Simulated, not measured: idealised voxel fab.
Herein follows the process module entitled voxel quadruple lines.
Pictured: cross-section cut, 270 nm wide, on a grid of 5 nm square cells.
Cross-section format: a grid of square cells, given as bands from top to bottom; each band is one or more rows of cells.
Basically the band line says how high the top is and how high the bottom is, in nm, and then what's in it from left to right, every material with its width in nm. Empty space shows up as "air", and if a single material carries "edge to edge" it runs the full band edge to edge.
Basically, 0 is our baseline, since under it the wafer straight out of the box is all one material. The bottom band has no lower end and keeps on going down, so it looks like "top 0, no bottom".
Top row gets the first number, bottom row gets the second, and each row in between changes by the same step: that is how a band width like "30->40" works.
Key: "everything unchanged" - step with no changed cell in the cross-section.
Empty spaces without an open route to the top, at least 8 cells in extent, make up the entry "Encapsulated voids"; each is given as width x height at distance, where the distance is measured from the left edge, and all are in nm.
Note: text after step settings on the step line = simulator remark on that step.
A step line may carry the setting "overlay nm", which, for steps involving a mask, states the distance by which the mask lay to the right of its intended position; negative values denote displacement to the left.
-- The planned process steps are enumerated hereunder
| 1 | RECEIVE,material Si |
| 2 | CONFORMAL_DEP,material SiO2,thk nm 5 |
| 3 | DIRECTIONAL_DEP,material W,thk nm 15 |
| 4 | DIRECTIONAL_DEP,material polySi,thk nm 15 |
| 5 | DIRECTIONAL_DEP,material aC,thk nm 25 |
| 6 | PATTERN,tone cover,mask id MANDREL,material resist,width nm 20,pitch nm 80,thk nm 35,overlay nm 0 |
| 7 | DIRECTIONAL_ETCH,etch materials aC,depth nm 25 |
| 8 | STRIP,etch materials resist |
| 9 | CONFORMAL_DEP,material SiO2,thk nm 10 |
| 10 | DIRECTIONAL_ETCH,etch materials SiO2,depth nm 10 |
| 11 | STRIP,etch materials aC |
| 12 | DIRECTIONAL_ETCH,etch materials polySi,depth nm 15 |
| 13 | STRIP,etch materials SiO2 |
| 14 | CONFORMAL_DEP,material SiCN,thk nm 10 |
| 15 | DIRECTIONAL_ETCH,etch materials SiCN,depth nm 10 |
| 16 | STRIP,etch materials polySi |
| 17 | DIRECTIONAL_ETCH,etch materials W,depth nm 15 |
| 18 | STRIP,etch materials SiCN |
The plan shows the width nm of step 6 as the first wafer had it; this setting differs between the wafers, which start out alike.
-- Cross-section: the first of several wafers in its as-received state, i.e. following step 1
> top 0, no bottom: Si edge to edge
> Encapsulated voids: none
-- Module end state after final step 18: cross-section of the first of several wafers
> top 20, bottom 5: air=65  W=10  air=10  W=20  air=10  W=10  air=20  W=10  air=10  W=20  air=10  W=10  air=65
> top 5, bottom 0: SiO2 edge to edge
> top 0, no bottom: Si edge to edge
> Encapsulated voids: none
-- Cross-section of the final wafer among several, taken at the end of the module
> top 20, bottom 5: air=55  W=10  air=10  W=10  air=25  W=10  air=10  W=15  air=10  W=10  air=25  W=10  air=10  W=10  air=50
> top 5, bottom 0: SiO2 edge to edge
> top 0, no bottom: Si edge to edge
> Encapsulated voids: none
-- Wafer rows, end of module: cells per material gained (+) or lost (-) since receipt; closed voids last
width nm 20 | +54 SiO2 | +48 W | Encapsulated voids: none
width nm 25 | +54 SiO2 | +48 W | Encapsulated voids: none
width nm 30 | +54 SiO2 | +48 W | Encapsulated voids: none
width nm 35 | +54 SiO2 | +48 W | Encapsulated voids: none
width nm 40 | +54 SiO2 | +48 W | Encapsulated voids: none
width nm 45 | +54 SiO2 | +45 W | Encapsulated voids: none
